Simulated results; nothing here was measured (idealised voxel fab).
Process module under the name voxel gate over fins
Cross-section cut spans 255 nm and uses square cells 5 nm in size.
Format of a cross-section: grid, square cells. Given as bands. Order: top down. Band: one or more rows of cells. For a band, the entry starts with two heights in nm, that of the top and then that of the bottom, and carries on with the band's materials in order from left to right, each alongside its width in nm; the word "edge to edge" beside a single material means it fills the band edge to edge, and "blank" means empty space. Below 0: as-received wafer, all one material; heights counted from there. Lowest band: no bottom, goes on down, written "0 -> down". Width "30 to 40": first value at the band's top row of cells, second value at its bottom row, equal change from row to row. "remained the same" for a step: no cell of the cross-section changed in that step. The entry "Catalogued sealed voids" lists the empty spaces that cover at least 8 cells and have no open path to the top. Each is written as width x height at distance, where the distance is measured from the left edge and all three values are in nm. Formally, on a step line, whatever follows the settings is a remark that the simulator itself makes on the step. A step's line can hold "overlay nm"; with a mask on that step, the setting says how far right of the planned place the mask lay, while a negative setting says it lay to the left.
**Here's what the planned process steps look like**
1) RECEIVE (material Si)
2) CONFORMAL_DEP (material SiN; thk nm 5)
3) DIRECTIONAL_DEP (material aC; thk nm 15)
4) PATTERN (tone cover; mask id FINS; material resist; width nm 15; pitch nm 45; thk nm 35; overlay nm -15)
5) DIRECTIONAL_ETCH (etch materials aC; depth nm 15)
6) STRIP (etch materials resist)
7) DIRECTIONAL_ETCH (etch materials SiN; depth nm 5)
8) DIRECTIONAL_ETCH (etch materials Si; depth nm 40)
9) STRIP (etch materials aC)
10) FILL_DEP (material SiO2; thk nm 10)
11) CMP (height nm 5)
12) SELECTIVE_ETCH (etch materials SiO2; depth nm 15)
13) STRIP (etch materials SiN)
14) CONFORMAL_DEP (material HfO2; thk nm 5)
15) CONFORMAL_DEP (material TiN; thk nm 5)
16) CONFORMAL_DEP (material TiAl; thk nm 5)
17) CONFORMAL_DEP (material TiN; thk nm 5)
18) FILL_DEP (material W; thk nm 10)
19) CMP (height nm 25)
20) CONFORMAL_DEP (material SiCN; thk nm 10)
The plan shows the overlay nm of step 4 as the first wafer had it; this setting differs between the wafers, which start out alike.
**Cross-section of the first of several wafers as received (after step 1)**
0 -> down: Si edge to edge
Catalogued sealed voids: none
**Cross-section of the first of several wafers once the module has run through its last step, step 20**
35 -> 25: SiCN edge to edge
25 -> 20: W edge to edge
20 -> 15: 60 W  100 TiN  95 W
15 -> 10: 60 W  5 TiN  90 TiAl  5 TiN  95 W
10 -> 5: 65 TiN  5 TiAl  35 TiN  10 TiAl  35 TiN  5 TiAl  100 TiN
5 -> 0: 70 TiAl  5 TiN  25 HfO2  5 TiN  10 TiAl  5 TiN  25 HfO2  5 TiN  105 TiAl
0 -> -5: 75 TiN  5 HfO2  15 Si  5 HfO2  20 TiN  5 HfO2  15 Si  5 HfO2  110 TiN
-5 -> -10: 80 HfO2  15 Si  30 HfO2  15 Si  115 HfO2
-10 -> -40: 80 SiO2  15 Si  30 SiO2  15 Si  115 SiO2
-40 -> down: Si edge to edge
Catalogued sealed voids: none
**Showing the last wafer in cross-section at the end of the module**
35 -> 25: SiCN edge to edge
25 -> 20: W edge to edge
20 -> 15: 90 W  100 TiN  65 W
15 -> 10: 90 W  5 TiN  90 TiAl  5 TiN  65 W
10 -> 5: 95 TiN  5 TiAl  35 TiN  10 TiAl  35 TiN  5 TiAl  70 TiN
5 -> 0: 100 TiAl  5 TiN  25 HfO2  5 TiN  10 TiAl  5 TiN  25 HfO2  5 TiN  75 TiAl
0 -> -5: 105 TiN  5 HfO2  15 Si  5 HfO2  20 TiN  5 HfO2  15 Si  5 HfO2  80 TiN
-5 -> -10: 110 HfO2  15 Si  30 HfO2  15 Si  85 HfO2
-10 -> -40: 110 SiO2  15 Si  30 SiO2  15 Si  85 SiO2
-40 -> down: Si edge to edge
Catalogued sealed voids: none
**Per wafer, end of module: cells gained (+) or lost (-) per material since receipt, then closed voids**
overlay nm -15; +59 HfO2; -360 Si; +102 SiCN; +270 SiO2; +59 TiAl; +114 TiN; +113 W; Catalogued sealed voids: none
overlay nm -10; +59 HfO2; -360 Si; +102 SiCN; +270 SiO2; +59 TiAl; +114 TiN; +113 W; Catalogued sealed voids: none
overlay nm -5; +59 HfO2; -360 Si; +102 SiCN; +270 SiO2; +59 TiAl; +114 TiN; +113 W; Catalogued sealed voids: none
overlay nm 0; +59 HfO2; -360 Si; +102 SiCN; +270 SiO2; +59 TiAl; +114 TiN; +113 W; Catalogued sealed voids: none
overlay nm 5; +59 HfO2; -360 Si; +102 SiCN; +270 SiO2; +59 TiAl; +114 TiN; +113 W; Catalogued sealed voids: none
overlay nm 10; +59 HfO2; -360 Si; +102 SiCN; +270 SiO2; +59 TiAl; +114 TiN; +113 W; Catalogued sealed voids: none
overlay nm 15; +59 HfO2; -360 Si; +102 SiCN; +270 SiO2; +59 TiAl; +114 TiN; +113 W; Catalogued sealed voids: none
